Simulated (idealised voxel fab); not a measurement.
The document below concerns the process module designated voxel wiring stack.
The cross-section shown here is cut; it is 210 nm wide and divided into square cells measuring 5 nm on a side.
A cross-section is written here as square cells arranged in a grid, and it is given in bands from the top down, each band taking up one or more rows of cells. What a band's entry tells you: where the top is and where the bottom is, as heights in nm, and after that what lies inside, material by material from left to right, each with its width in nm. Empty space is written as the word "air", and a single material marked with the word "everywhere" occupies the band from edge to edge. We count height from 0. Below that, the starting wafer is all one material. The lowest band never ends at the bottom but goes on down; see "0 nm and below" for how that is written. A width given as "30 to 40" starts at the first number in the band's top row and ends at the second number in its bottom row, shifting by an equal amount at every step from row to row. The cross-section has no changed cell in any step marked "no change". "Voids, enclosed" enumerates empty spaces isolated from the top, with no open way to it, that contain at least 8 cells, giving each as width x height at distance from the left edge, all three in nm. The remark found on a step's line after its settings is issued by the simulator itself and pertains to that step. "overlay nm" on a masked step: distance the mask lay right of its planned place, negative for left. Pairs follow: section before one process step, section after it down to the lowest changed band, step with settings underneath. Pairs may come from different runs of this module on the same starting wafer; continuity with the pair above only as stated in the "Pre-step profile" entry.

Pre-step profile
0 nm and below = Si everywhere
Voids, enclosed: none

Structure After Step
15 nm to 0 nm = SiO2 everywhere
below 0: unchanged
Voids, enclosed: none
Step that separates the before view from the after view above: CONFORMAL_DEP with material SiO2, thk nm 15

Pre-step profile: as in the pair right above, post-step view.

Structure After Step
20 nm to 15 nm = SiCN everywhere
below 15: unchanged
Voids, enclosed: none
Step that separates the before view from the after view above: CONFORMAL_DEP with material SiCN, thk nm 5

Pre-step profile: as in the pair right above, post-step view.

Structure After Step
45 nm to 20 nm = SiO2 everywhere
below 20: unchanged
Voids, enclosed: none
Step that separates the before view from the after view above: DIRECTIONAL_DEP with material SiO2, thk nm 25

Pre-step profile: as in the pair right above, post-step view.

Structure After Step
65 nm to 45 nm = resist=40 | air=20 | resist=15 | air=20 | resist=15 | air=20 | resist=15 | air=20 | resist=45
below 45: unchanged
Voids, enclosed: none
Step that separates the before view from the after view above: PATTERN with tone open, mask id METAL_1, material resist, width nm 20, pitch nm 35, thk nm 20, overlay nm 0

Pre-step profile: as in the pair right above, post-step view.

Structure After Step
65 nm to 45 nm = resist=40 | air=20 | resist=15 | air=20 | resist=15 | air=20 | resist=15 | air=20 | resist=45
45 nm to 20 nm = SiO2=40 | air=20 | SiO2=15 | air=20 | SiO2=15 | air=20 | SiO2=15 | air=20 | SiO2=45
below 20: unchanged
Voids, enclosed: none
Step that separates the before view from the after view above: DIRECTIONAL_ETCH with etch materials SiO2, depth nm 25

Pre-step profile: as in the pair right above, post-step view.

Structure After Step
65 nm to 45 nm = resist=40 | air=20 | resist=15 | air=20 | resist=15 | air=20 | resist=15 | air=20 | resist=45
45 nm to 20 nm = SiO2=40 | air=20 | SiO2=15 | air=20 | SiO2=15 | air=20 | SiO2=15 | air=20 | SiO2=45
20 nm to 15 nm = SiCN=40 | air=20 | SiCN=15 | air=20 | SiCN=15 | air=20 | SiCN=15 | air=20 | SiCN=45
below 15: unchanged
Voids, enclosed: none
Step that separates the before view from the after view above: DIRECTIONAL_ETCH with etch materials SiCN, depth nm 5

Pre-step profile: as in the pair right above, post-step view.

Structure After Step
45 nm to 20 nm = SiO2=40 | air=20 | SiO2=15 | air=20 | SiO2=15 | air=20 | SiO2=15 | air=20 | SiO2=45
below 20: unchanged
Voids, enclosed: none
Step that separates the before view from the after view above: STRIP with etch materials resist

Pre-step profile: as in the pair right above, post-step view.

Structure After Step
50 nm to 45 nm = TiN=45 | air=10 | TiN=25 | air=10 | TiN=25 | air=10 | TiN=25 | air=10 | TiN=50
45 nm to 20 nm = SiO2=40 | TiN=5 | air=10 | TiN=5 | SiO2=15 | TiN=5 | air=10 | TiN=5 | SiO2=15 | TiN=5 | air=10 | TiN=5 | SiO2=15 | TiN=5 | air=10 | TiN=5 | SiO2=45
20 nm to 15 nm = SiCN=40 | TiN=20 | SiCN=15 | TiN=20 | SiCN=15 | TiN=20 | SiCN=15 | TiN=20 | SiCN=45
below 15: unchanged
Voids, enclosed: none
Step that separates the before view from the after view above: CONFORMAL_DEP with material TiN, thk nm 5

Pre-step profile: as in the pair right above, post-step view.

Structure After Step
55 nm to 50 nm = Cu everywhere
50 nm to 45 nm = TiN=45 | Cu=10 | TiN=25 | Cu=10 | TiN=25 | Cu=10 | TiN=25 | Cu=10 | TiN=50
45 nm to 20 nm = SiO2=40 | TiN=5 | Cu=10 | TiN=5 | SiO2=15 | TiN=5 | Cu=10 | TiN=5 | SiO2=15 | TiN=5 | Cu=10 | TiN=5 | SiO2=15 | TiN=5 | Cu=10 | TiN=5 | SiO2=45
below 20: unchanged
Voids, enclosed: none
Step that separates the before view from the after view above: FILL_DEP with material Cu, thk nm 5

Pre-step profile: as in the pair right above, post-step view.

Structure After Step
45 nm to 20 nm = SiO2=40 | TiN=5 | Cu=10 | TiN=5 | SiO2=15 | TiN=5 | Cu=10 | TiN=5 | SiO2=15 | TiN=5 | Cu=10 | TiN=5 | SiO2=15 | TiN=5 | Cu=10 | TiN=5 | SiO2=45
below 20: unchanged
Voids, enclosed: none
Step that separates the before view from the after view above: CMP with height nm 45

Pre-step profile: as in the pair right above, post-step view.

Structure After Step
50 nm to 45 nm = SiCN everywhere
below 45: unchanged
Voids, enclosed: none
Step that separates the before view from the after view above: CONFORMAL_DEP with material SiCN, thk nm 5

Pre-step profile: as in the pair right above, post-step view.

Structure After Step
80 nm to 50 nm = SiO2 everywhere
below 50: unchanged
Voids, enclosed: none
Step that separates the before view from the after view above: DIRECTIONAL_DEP with material SiO2, thk nm 30

Pre-step profile: as in the pair right above, post-step view.

Structure After Step
90 nm to 80 nm = aC everywhere
below 80: unchanged
Voids, enclosed: none
Step that separates the before view from the after view above: DIRECTIONAL_DEP with material aC, thk nm 10

Pre-step profile: as in the pair right above, post-step view.

Structure After Step
115 nm to 90 nm = resist=40 | air=15 | resist=20 | air=15 | resist=20 | air=15 | resist=20 | air=15 | resist=50
below 90: unchanged
Voids, enclosed: none
Step that separates the before view from the after view above: PATTERN with tone open, mask id METAL_2_HOLES, material resist, width nm 15, pitch nm 35, thk nm 25, overlay nm 0

Pre-step profile: as in the pair right above, post-step view.

Structure After Step
105 nm to 90 nm = resist=40 | air=15 | resist=20 | air=15 | resist=20 | air=15 | resist=20 | air=15 | resist=50
90 nm to 80 nm = aC=40 | air=15 | aC=20 | air=15 | aC=20 | air=15 | aC=20 | air=15 | aC=50
below 80: unchanged
Voids, enclosed: none
Step that separates the before view from the after view above: DIRECTIONAL_ETCH with etch materials aC, depth nm 10

Pre-step profile: as in the pair right above, post-step view.

Structure After Step
90 nm to 80 nm = aC=40 | air=15 | aC=20 | air=15 | aC=20 | air=15 | aC=20 | air=15 | aC=50
below 80: unchanged
Voids, enclosed: none
Step that separates the before view from the after view above: STRIP with etch materials resist

Pre-step profile: as in the pair right above, post-step view.

Structure After Step
90 nm to 80 nm = aC=40 | air=15 | aC=20 | air=15 | aC=20 | air=15 | aC=20 | air=15 | aC=50
80 nm to 50 nm = SiO2=40 | air=15 | SiO2=20 | air=15 | SiO2=20 | air=15 | SiO2=20 | air=15 | SiO2=50
below 50: unchanged
Voids, enclosed: none
Step that separates the before view from the after view above: DIRECTIONAL_ETCH with etch materials SiO2, depth nm 30

Pre-step profile: as in the pair right above, post-step view.

Structure After Step
80 nm to 50 nm = SiO2=40 | air=15 | SiO2=20 | air=15 | SiO2=20 | air=15 | SiO2=20 | air=15 | SiO2=50
below 50: unchanged
Voids, enclosed: none
Step that separates the before view from the after view above: STRIP with etch materials aC

Pre-step profile: as in the pair right above, post-step view.

Structure After Step
95 nm to 80 nm = aC=40 | air=15 | aC=20 | air=15 | aC=20 | air=15 | aC=20 | air=15 | aC=50
80 nm to 65 nm = SiO2=40 | air=15 | SiO2=20 | air=15 | SiO2=20 | air=15 | SiO2=20 | air=15 | SiO2=50
65 nm to 50 nm = SiO2=40 | aC=15 | SiO2=20 | aC=15 | SiO2=20 | aC=15 | SiO2=20 | aC=15 | SiO2=50
below 50: unchanged
Voids, enclosed: none
Step that separates the before view from the after view above: DIRECTIONAL_DEP with material aC, thk nm 15

Pre-step profile: as in the pair right above, post-step view.

Structure After Step
125 nm to 95 nm = resist=40 | air=20 | resist=15 | air=20 | resist=15 | air=20 | resist=15 | air=20 | resist=45
below 95: unchanged
Voids, enclosed: none
Step that separates the before view from the after view above: PATTERN with tone open, mask id METAL_2, material resist, width nm 20, pitch nm 35, thk nm 30, overlay nm 0

Pre-step profile: as in the pair right above, post-step view.

Structure After Step
110 nm to 95 nm = resist=40 | air=20 | resist=15 | air=20 | resist=15 | air=20 | resist=15 | air=20 | resist=45
95 nm to 80 nm = aC=40 | air=20 | aC=15 | air=20 | aC=15 | air=20 | aC=15 | air=20 | aC=45
80 nm to 50 nm = SiO2=40 | air=15 | SiO2=20 | air=15 | SiO2=20 | air=15 | SiO2=20 | air=15 | SiO2=50
below 50: unchanged
Voids, enclosed: none
Step that separates the before view from the after view above: DIRECTIONAL_ETCH with etch materials aC, depth nm 15

Pre-step profile: as in the pair right above, post-step view.

Structure After Step
95 nm to 80 nm = aC=40 | air=20 | aC=15 | air=20 | aC=15 | air=20 | aC=15 | air=20 | aC=45
below 80: unchanged
Voids, enclosed: none
Step that separates the before view from the after view above: STRIP with etch materials resist

Pre-step profile: as in the pair right above, post-step view.

Structure After Step
95 nm to 80 nm = aC=40 | air=20 | aC=15 | air=20 | aC=15 | air=20 | aC=15 | air=20 | aC=45
80 nm to 60 nm = SiO2=40 | air=20 | SiO2=15 | air=20 | SiO2=15 | air=20 | SiO2=15 | air=20 | SiO2=45
below 60: unchanged
Voids, enclosed: none
Step that separates the before view from the after view above: DIRECTIONAL_ETCH with etch materials SiO2, depth nm 20

Pre-step profile: as in the pair right above, post-step view.

Structure After Step
95 nm to 80 nm = aC=40 | air=20 | aC=15 | air=20 | aC=15 | air=20 | aC=15 | air=20 | aC=45
80 nm to 60 nm = SiO2=40 | air=20 | SiO2=15 | air=20 | SiO2=15 | air=20 | SiO2=15 | air=20 | SiO2=45
60 nm to 50 nm = SiO2=40 | air=15 | SiO2=20 | air=15 | SiO2=20 | air=15 | SiO2=20 | air=15 | SiO2=50
50 nm to 45 nm = SiCN=40 | air=15 | SiCN=20 | air=15 | SiCN=20 | air=15 | SiCN=20 | air=15 | SiCN=50
below 45: unchanged
Voids, enclosed: none
Step that separates the before view from the after view above: DIRECTIONAL_ETCH with etch materials SiCN, depth nm 5

Pre-step profile: as in the pair right above, post-step view.

Structure After Step
80 nm to 60 nm = SiO2=40 | air=20 | SiO2=15 | air=20 | SiO2=15 | air=20 | SiO2=15 | air=20 | SiO2=45
below 60: unchanged
Voids, enclosed: none
Step that separates the before view from the after view above: STRIP with etch materials aC

Pre-step profile: as in the pair right above, post-step view.

Structure After Step
85 nm to 80 nm = TiN=45 | air=10 | TiN=25 | air=10 | TiN=25 | air=10 | TiN=25 | air=10 | TiN=50
80 nm to 65 nm = SiO2=40 | TiN=5 | air=10 | TiN=5 | SiO2=15 | TiN=5 | air=10 | TiN=5 | SiO2=15 | TiN=5 | air=10 | TiN=5 | SiO2=15 | TiN=5 | air=10 | TiN=5 | SiO2=45
65 nm to 60 nm = SiO2=40 | TiN=5 | air=5 | TiN=10 | SiO2=15 | TiN=5 | air=5 | TiN=10 | SiO2=15 | TiN=5 | air=5 | TiN=10 | SiO2=15 | TiN=5 | air=5 | TiN=10 | SiO2=45
60 nm to 50 nm = SiO2=40 | TiN=5 | air=5 | TiN=5 | SiO2=20 | TiN=5 | air=5 | TiN=5 | SiO2=20 | TiN=5 | air=5 | TiN=5 | SiO2=20 | TiN=5 | air=5 | TiN=5 | SiO2=50
50 nm to 45 nm = SiCN=40 | TiN=15 | SiCN=20 | TiN=15 | SiCN=20 | TiN=15 | SiCN=20 | TiN=15 | SiCN=50
below 45: unchanged
Voids, enclosed: none
Step that separates the before view from the after view above: CONFORMAL_DEP with material TiN, thk nm 5

Pre-step profile: as in the pair right above, post-step view.

Structure After Step
95 nm to 85 nm = Cu everywhere
85 nm to 80 nm = TiN=45 | Cu=10 | TiN=25 | Cu=10 | TiN=25 | Cu=10 | TiN=25 | Cu=10 | TiN=50
80 nm to 65 nm = SiO2=40 | TiN=5 | Cu=10 | TiN=5 | SiO2=15 | TiN=5 | Cu=10 | TiN=5 | SiO2=15 | TiN=5 | Cu=10 | TiN=5 | SiO2=15 | TiN=5 | Cu=10 | TiN=5 | SiO2=45
65 nm to 60 nm = SiO2=40 | TiN=5 | Cu=5 | TiN=10 | SiO2=15 | TiN=5 | Cu=5 | TiN=10 | SiO2=15 | TiN=5 | Cu=5 | TiN=10 | SiO2=15 | TiN=5 | Cu=5 | TiN=10 | SiO2=45
60 nm to 50 nm = SiO2=40 | TiN=5 | Cu=5 | TiN=5 | SiO2=20 | TiN=5 | Cu=5 | TiN=5 | SiO2=20 | TiN=5 | Cu=5 | TiN=5 | SiO2=20 | TiN=5 | Cu=5 | TiN=5 | SiO2=50
below 50: unchanged
Voids, enclosed: none
Step that separates the before view from the after view above: FILL_DEP with material Cu, thk nm 10

Pre-step profile: as in the pair right above, post-step view.

Structure After Step
80 nm to 65 nm = SiO2=40 | TiN=5 | Cu=10 | TiN=5 | SiO2=15 | TiN=5 | Cu=10 | TiN=5 | SiO2=15 | TiN=5 | Cu=10 | TiN=5 | SiO2=15 | TiN=5 | Cu=10 | TiN=5 | SiO2=45
below 65: unchanged
Voids, enclosed: none
Step that separates the before view from the after view above: CMP with height nm 80

Pre-step profile: as in the pair right above, post-step view.

Structure After Step
85 nm to 80 nm = SiCN everywhere
below 80: unchanged
Voids, enclosed: none
Step that separates the before view from the after view above: CONFORMAL_DEP with material SiCN, thk nm 5

Pre-step profile: as in the pair right above, post-step view.

Structure After Step
115 nm to 85 nm = SiO2 everywhere
below 85: unchanged
Voids, enclosed: none
Step that separates the before view from the after view above: DIRECTIONAL_DEP with material SiO2, thk nm 30

Pre-step profile: as in the pair right above, post-step view.

Structure After Step
115 nm to 85 nm = SiO2=40 | air=15 | SiO2=55 | air=15 | SiO2=85
below 85: unchanged
Voids, enclosed: none
Step that separates the before view from the after view above: MASKED_ETCH with tone open, mask id METAL_3_HOLES, width nm 15, pitch nm 70, etch materials SiO2, depth nm 30, overlay nm 0

Pre-step profile: as in the pair right above, post-step view.

Structure After Step
130 nm to 115 nm = aC=40 | air=15 | aC=55 | air=15 | aC=85
115 nm to 100 nm = SiO2=40 | air=15 | SiO2=55 | air=15 | SiO2=85
100 nm to 85 nm = SiO2=40 | aC=15 | SiO2=55 | aC=15 | SiO2=85
below 85: unchanged
Voids, enclosed: none
Step that separates the before view from the after view above: DIRECTIONAL_DEP with material aC, thk nm 15

Pre-step profile: as in the pair right above, post-step view.

Structure After Step
165 nm to 130 nm = resist=40 | air=20 | resist=15 | air=20 | resist=15 | air=20 | resist=15 | air=20 | resist=45
below 130: unchanged
Voids, enclosed: none
Step that separates the before view from the after view above: PATTERN with tone open, mask id METAL_3, material resist, width nm 20, pitch nm 35, thk nm 35, overlay nm 0

Pre-step profile: as in the pair right above, post-step view.

Structure After Step
150 nm to 130 nm = resist=40 | air=20 | resist=15 | air=20 | resist=15 | air=20 | resist=15 | air=20 | resist=45
130 nm to 115 nm = aC=40 | air=20 | aC=15 | air=20 | aC=15 | air=20 | aC=15 | air=20 | aC=45
115 nm to 85 nm = SiO2=40 | air=15 | SiO2=55 | air=15 | SiO2=85
below 85: unchanged
Voids, enclosed: none
Step that separates the before view from the after view above: DIRECTIONAL_ETCH with etch materials aC, depth nm 15

Pre-step profile: as in the pair right above, post-step view.

Structure After Step
130 nm to 115 nm = aC=40 | air=20 | aC=15 | air=20 | aC=15 | air=20 | aC=15 | air=20 | aC=45
below 115: unchanged
Voids, enclosed: none
Step that separates the before view from the after view above: STRIP with etch materials resist

Pre-step profile: as in the pair right above, post-step view.

Structure After Step
130 nm to 115 nm = aC=40 | air=20 | aC=15 | air=20 | aC=15 | air=20 | aC=15 | air=20 | aC=45
115 nm to 95 nm = SiO2=40 | air=20 | SiO2=15 | air=20 | SiO2=15 | air=20 | SiO2=15 | air=20 | SiO2=45
below 95: unchanged
Voids, enclosed: none
Step that separates the before view from the after view above: DIRECTIONAL_ETCH with etch materials SiO2, depth nm 20

Pre-step profile: as in the pair right above, post-step view.

Structure After Step
130 nm to 115 nm = aC=40 | air=20 | aC=15 | air=20 | aC=15 | air=20 | aC=15 | air=20 | aC=45
115 nm to 95 nm = SiO2=40 | air=20 | SiO2=15 | air=20 | SiO2=15 | air=20 | SiO2=15 | air=20 | SiO2=45
95 nm to 85 nm = SiO2=40 | air=15 | SiO2=55 | air=15 | SiO2=85
85 nm to 80 nm = SiCN=40 | air=15 | SiCN=55 | air=15 | SiCN=85
below 80: unchanged
Voids, enclosed: none
Step that separates the before view from the after view above: DIRECTIONAL_ETCH with etch materials SiCN, depth nm 5

Pre-step profile: as in the pair right above, post-step view.

Structure After Step
115 nm to 95 nm = SiO2=40 | air=20 | SiO2=15 | air=20 | SiO2=15 | air=20 | SiO2=15 | air=20 | SiO2=45
below 95: unchanged
Voids, enclosed: none
Step that separates the before view from the after view above: STRIP with etch materials aC

Pre-step profile: as in the pair right above, post-step view.

Structure After Step
120 nm to 115 nm = TiN=45 | air=10 | TiN=25 | air=10 | TiN=25 | air=10 | TiN=25 | air=10 | TiN=50
115 nm to 100 nm = SiO2=40 | TiN=5 | air=10 | TiN=5 | SiO2=15 | TiN=5 | air=10 | TiN=5 | SiO2=15 | TiN=5 | air=10 | TiN=5 | SiO2=15 | TiN=5 | air=10 | TiN=5 | SiO2=45
100 nm to 95 nm = SiO2=40 | TiN=5 | air=5 | TiN=10 | SiO2=15 | TiN=20 | SiO2=15 | TiN=5 | air=5 | TiN=10 | SiO2=15 | TiN=20 | SiO2=45
95 nm to 85 nm = SiO2=40 | TiN=5 | air=5 | TiN=5 | SiO2=55 | TiN=5 | air=5 | TiN=5 | SiO2=85
85 nm to 80 nm = SiCN=40 | TiN=15 | SiCN=55 | TiN=15 | SiCN=85
below 80: unchanged
Voids, enclosed: none
Step that separates the before view from the after view above: CONFORMAL_DEP with material TiN, thk nm 5

Pre-step profile: as in the pair right above, post-step view.

Structure After Step
125 nm to 120 nm = Cu everywhere
120 nm to 115 nm = TiN=45 | Cu=10 | TiN=25 | Cu=10 | TiN=25 | Cu=10 | TiN=25 | Cu=10 | TiN=50
115 nm to 100 nm = SiO2=40 | TiN=5 | Cu=10 | TiN=5 | SiO2=15 | TiN=5 | Cu=10 | TiN=5 | SiO2=15 | TiN=5 | Cu=10 | TiN=5 | SiO2=15 | TiN=5 | Cu=10 | TiN=5 | SiO2=45
100 nm to 95 nm = SiO2=40 | TiN=5 | Cu=5 | TiN=10 | SiO2=15 | TiN=20 | SiO2=15 | TiN=5 | Cu=5 | TiN=10 | SiO2=15 | TiN=20 | SiO2=45
95 nm to 85 nm = SiO2=40 | TiN=5 | Cu=5 | TiN=5 | SiO2=55 | TiN=5 | Cu=5 | TiN=5 | SiO2=85
below 85: unchanged
Voids, enclosed: none
Step that separates the before view from the after view above: FILL_DEP with material Cu, thk nm 5

Pre-step profile: as in the pair right above, post-step view.

Structure After Step
115 nm to 100 nm = SiO2=40 | TiN=5 | Cu=10 | TiN=5 | SiO2=15 | TiN=5 | Cu=10 | TiN=5 | SiO2=15 | TiN=5 | Cu=10 | TiN=5 | SiO2=15 | TiN=5 | Cu=10 | TiN=5 | SiO2=45
below 100: unchanged
Voids, enclosed: none
Step that separates the before view from the after view above: CMP with height nm 115

Pre-step profile: as in the pair right above, post-step view.

Structure After Step
120 nm to 115 nm = SiCN everywhere
below 115: unchanged
Voids, enclosed: none
Step that separates the before view from the after view above: CONFORMAL_DEP with material SiCN, thk nm 5

Pre-step profile
15 nm to 0 nm = SiO2 everywhere
0 nm and below = Si everywhere
Voids, enclosed: none

Structure After Step
40 nm to 0 nm = SiO2 everywhere
below 0: unchanged
Voids, enclosed: none
Step that separates the before view from the after view above: DIRECTIONAL_DEP with material SiO2, thk nm 25

Pre-step profile: as in the pair right above, post-step view.

Structure After Step
60 nm to 40 nm = resist=40 | air=20 | resist=15 | air=20 | resist=15 | air=20 | resist=15 | air=20 | resist=45
below 40: unchanged
Voids, enclosed: none
Step that separates the before view from the after view above: PATTERN with tone open, mask id METAL_1, material resist, width nm 20, pitch nm 35, thk nm 20, overlay nm 0

Pre-step profile: as in the pair right above, post-step view.

Structure After Step
60 nm to 40 nm = resist=40 | air=20 | resist=15 | air=20 | resist=15 | air=20 | resist=15 | air=20 | resist=45
40 nm to 15 nm = SiO2=40 | air=20 | SiO2=15 | air=20 | SiO2=15 | air=20 | SiO2=15 | air=20 | SiO2=45
below 15: unchanged
Voids, enclosed: none
Step that separates the before view from the after view above: DIRECTIONAL_ETCH with etch materials SiO2, depth nm 25

Pre-step profile: as in the pair right above, post-step view.

Structure After Step
40 nm to 15 nm = SiO2=40 | air=20 | SiO2=15 | air=20 | SiO2=15 | air=20 | SiO2=15 | air=20 | SiO2=45
below 15: unchanged
Voids, enclosed: none
Step that separates the before view from the after view above: STRIP with etch materials resist

Pre-step profile: as in the pair right above, post-step view.

Structure After Step
45 nm to 40 nm = TiN=45 | air=10 | TiN=25 | air=10 | TiN=25 | air=10 | TiN=25 | air=10 | TiN=50
40 nm to 20 nm = SiO2=40 | TiN=5 | air=10 | TiN=5 | SiO2=15 | TiN=5 | air=10 | TiN=5 | SiO2=15 | TiN=5 | air=10 | TiN=5 | SiO2=15 | TiN=5 | air=10 | TiN=5 | SiO2=45
20 nm to 15 nm = SiO2=40 | TiN=20 | SiO2=15 | TiN=20 | SiO2=15 | TiN=20 | SiO2=15 | TiN=20 | SiO2=45
below 15: unchanged
Voids, enclosed: none
Step that separates the before view from the after view above: CONFORMAL_DEP with material TiN, thk nm 5

Pre-step profile: as in the pair right above, post-step view.

Structure After Step
50 nm to 45 nm = Cu everywhere
45 nm to 40 nm = TiN=45 | Cu=10 | TiN=25 | Cu=10 | TiN=25 | Cu=10 | TiN=25 | Cu=10 | TiN=50
40 nm to 20 nm = SiO2=40 | TiN=5 | Cu=10 | TiN=5 | SiO2=15 | TiN=5 | Cu=10 | TiN=5 | SiO2=15 | TiN=5 | Cu=10 | TiN=5 | SiO2=15 | TiN=5 | Cu=10 | TiN=5 | SiO2=45
below 20: unchanged
Voids, enclosed: none
Step that separates the before view from the after view above: FILL_DEP with material Cu, thk nm 5

Pre-step profile: as in the pair right above, post-step view.

Structure After Step
45 nm to 40 nm = TiN=45 | Cu=10 | TiN=25 | Cu=10 | TiN=25 | Cu=10 | TiN=25 | Cu=10 | TiN=50
below 40: unchanged
Voids, enclosed: none
Step that separates the before view from the after view above: CMP with height nm 45

Pre-step profile: as in the pair right above, post-step view.

Structure After Step
50 nm to 45 nm = SiCN everywhere
below 45: unchanged
Voids, enclosed: none
Step that separates the before view from the after view above: CONFORMAL_DEP with material SiCN, thk nm 5

Pre-step profile: as in the pair right above, post-step view.

Structure After Step
80 nm to 50 nm = SiO2 everywhere
below 50: unchanged
Voids, enclosed: none
Step that separates the before view from the after view above: DIRECTIONAL_DEP with material SiO2, thk nm 30

Pre-step profile: as in the pair right above, post-step view.

Structure After Step
90 nm to 80 nm = aC everywhere
below 80: unchanged
Voids, enclosed: none
Step that separates the before view from the after view above: DIRECTIONAL_DEP with material aC, thk nm 10

Pre-step profile: as in the pair right above, post-step view.

Structure After Step
115 nm to 90 nm = resist=40 | air=15 | resist=20 | air=15 | resist=20 | air=15 | resist=20 | air=15 | resist=50
below 90: unchanged
Voids, enclosed: none
Step that separates the before view from the after view above: PATTERN with tone open, mask id METAL_2_HOLES, material resist, width nm 15, pitch nm 35, thk nm 25, overlay nm 0

Pre-step profile: as in the pair right above, post-step view.

Structure After Step
105 nm to 90 nm = resist=40 | air=15 | resist=20 | air=15 | resist=20 | air=15 | resist=20 | air=15 | resist=50
90 nm to 80 nm = aC=40 | air=15 | aC=20 | air=15 | aC=20 | air=15 | aC=20 | air=15 | aC=50
below 80: unchanged
Voids, enclosed: none
Step that separates the before view from the after view above: DIRECTIONAL_ETCH with etch materials aC, depth nm 10

Pre-step profile: as in the pair right above, post-step view.

Structure After Step
90 nm to 80 nm = aC=40 | air=15 | aC=20 | air=15 | aC=20 | air=15 | aC=20 | air=15 | aC=50
below 80: unchanged
Voids, enclosed: none
Step that separates the before view from the after view above: STRIP with etch materials resist

Pre-step profile: as in the pair right above, post-step view.

Structure After Step
90 nm to 80 nm = aC=40 | air=15 | aC=20 | air=15 | aC=20 | air=15 | aC=20 | air=15 | aC=50
80 nm to 50 nm = SiO2=40 | air=15 | SiO2=20 | air=15 | SiO2=20 | air=15 | SiO2=20 | air=15 | SiO2=50
below 50: unchanged
Voids, enclosed: none
Step that separates the before view from the after view above: DIRECTIONAL_ETCH with etch materials SiO2, depth nm 30

Pre-step profile: as in the pair right above, post-step view.

Structure After Step
80 nm to 50 nm = SiO2=40 | air=15 | SiO2=20 | air=15 | SiO2=20 | air=15 | SiO2=20 | air=15 | SiO2=50
below 50: unchanged
Voids, enclosed: none
Step that separates the before view from the after view above: STRIP with etch materials aC

Pre-step profile: as in the pair right above, post-step view.

Structure After Step
95 nm to 80 nm = aC=40 | air=15 | aC=20 | air=15 | aC=20 | air=15 | aC=20 | air=15 | aC=50
80 nm to 65 nm = SiO2=40 | air=15 | SiO2=20 | air=15 | SiO2=20 | air=15 | SiO2=20 | air=15 | SiO2=50
65 nm to 50 nm = SiO2=40 | aC=15 | SiO2=20 | aC=15 | SiO2=20 | aC=15 | SiO2=20 | aC=15 | SiO2=50
below 50: unchanged
Voids, enclosed: none
Step that separates the before view from the after view above: DIRECTIONAL_DEP with material aC, thk nm 15

Pre-step profile: as in the pair right above, post-step view.

Structure After Step
125 nm to 95 nm = resist=40 | air=20 | resist=15 | air=20 | resist=15 | air=20 | resist=15 | air=20 | resist=45
below 95: unchanged
Voids, enclosed: none
Step that separates the before view from the after view above: PATTERN with tone open, mask id METAL_2, material resist, width nm 20, pitch nm 35, thk nm 30, overlay nm 0

Pre-step profile: as in the pair right above, post-step view.

Structure After Step
110 nm to 95 nm = resist=40 | air=20 | resist=15 | air=20 | resist=15 | air=20 | resist=15 | air=20 | resist=45
95 nm to 80 nm = aC=40 | air=20 | aC=15 | air=20 | aC=15 | air=20 | aC=15 | air=20 | aC=45
80 nm to 50 nm = SiO2=40 | air=15 | SiO2=20 | air=15 | SiO2=20 | air=15 | SiO2=20 | air=15 | SiO2=50
below 50: unchanged
Voids, enclosed: none
Step that separates the before view from the after view above: DIRECTIONAL_ETCH with etch materials aC, depth nm 15

Pre-step profile: as in the pair right above, post-step view.

Structure After Step
95 nm to 80 nm = aC=40 | air=20 | aC=15 | air=20 | aC=15 | air=20 | aC=15 | air=20 | aC=45
below 80: unchanged
Voids, enclosed: none
Step that separates the before view from the after view above: STRIP with etch materials resist

Pre-step profile: as in the pair right above, post-step view.

Structure After Step
95 nm to 80 nm = aC=40 | air=20 | aC=15 | air=20 | aC=15 | air=20 | aC=15 | air=20 | aC=45
80 nm to 60 nm = SiO2=40 | air=20 | SiO2=15 | air=20 | SiO2=15 | air=20 | SiO2=15 | air=20 | SiO2=45
below 60: unchanged
Voids, enclosed: none
Step that separates the before view from the after view above: DIRECTIONAL_ETCH with etch materials SiO2, depth nm 20

Pre-step profile: as in the pair right above, post-step view.

Structure After Step
95 nm to 80 nm = aC=40 | air=20 | aC=15 | air=20 | aC=15 | air=20 | aC=15 | air=20 | aC=45
80 nm to 60 nm = SiO2=40 | air=20 | SiO2=15 | air=20 | SiO2=15 | air=20 | SiO2=15 | air=20 | SiO2=45
60 nm to 50 nm = SiO2=40 | air=15 | SiO2=20 | air=15 | SiO2=20 | air=15 | SiO2=20 | air=15 | SiO2=50
50 nm to 45 nm = SiCN=40 | air=15 | SiCN=20 | air=15 | SiCN=20 | air=15 | SiCN=20 | air=15 | SiCN=50
below 45: unchanged
Voids, enclosed: none
Step that separates the before view from the after view above: DIRECTIONAL_ETCH with etch materials SiCN, depth nm 5

Pre-step profile: as in the pair right above, post-step view.

Structure After Step
80 nm to 60 nm = SiO2=40 | air=20 | SiO2=15 | air=20 | SiO2=15 | air=20 | SiO2=15 | air=20 | SiO2=45
below 60: unchanged
Voids, enclosed: none
Step that separates the before view from the after view above: STRIP with etch materials aC

Pre-step profile: as in the pair right above, post-step view.

Structure After Step
85 nm to 80 nm = TiN=45 | air=10 | TiN=25 | air=10 | TiN=25 | air=10 | TiN=25 | air=10 | TiN=50
80 nm to 65 nm = SiO2=40 | TiN=5 | air=10 | TiN=5 | SiO2=15 | TiN=5 | air=10 | TiN=5 | SiO2=15 | TiN=5 | air=10 | TiN=5 | SiO2=15 | TiN=5 | air=10 | TiN=5 | SiO2=45
65 nm to 60 nm = SiO2=40 | TiN=5 | air=5 | TiN=10 | SiO2=15 | TiN=5 | air=5 | TiN=10 | SiO2=15 | TiN=5 | air=5 | TiN=10 | SiO2=15 | TiN=5 | air=5 | TiN=10 | SiO2=45
60 nm to 50 nm = SiO2=40 | TiN=5 | air=5 | TiN=5 | SiO2=20 | TiN=5 | air=5 | TiN=5 | SiO2=20 | TiN=5 | air=5 | TiN=5 | SiO2=20 | TiN=5 | air=5 | TiN=5 | SiO2=50
50 nm to 45 nm = SiCN=40 | TiN=15 | SiCN=20 | TiN=15 | SiCN=20 | TiN=15 | SiCN=20 | TiN=15 | SiCN=50
below 45: unchanged
Voids, enclosed: none
Step that separates the before view from the after view above: CONFORMAL_DEP with material TiN, thk nm 5
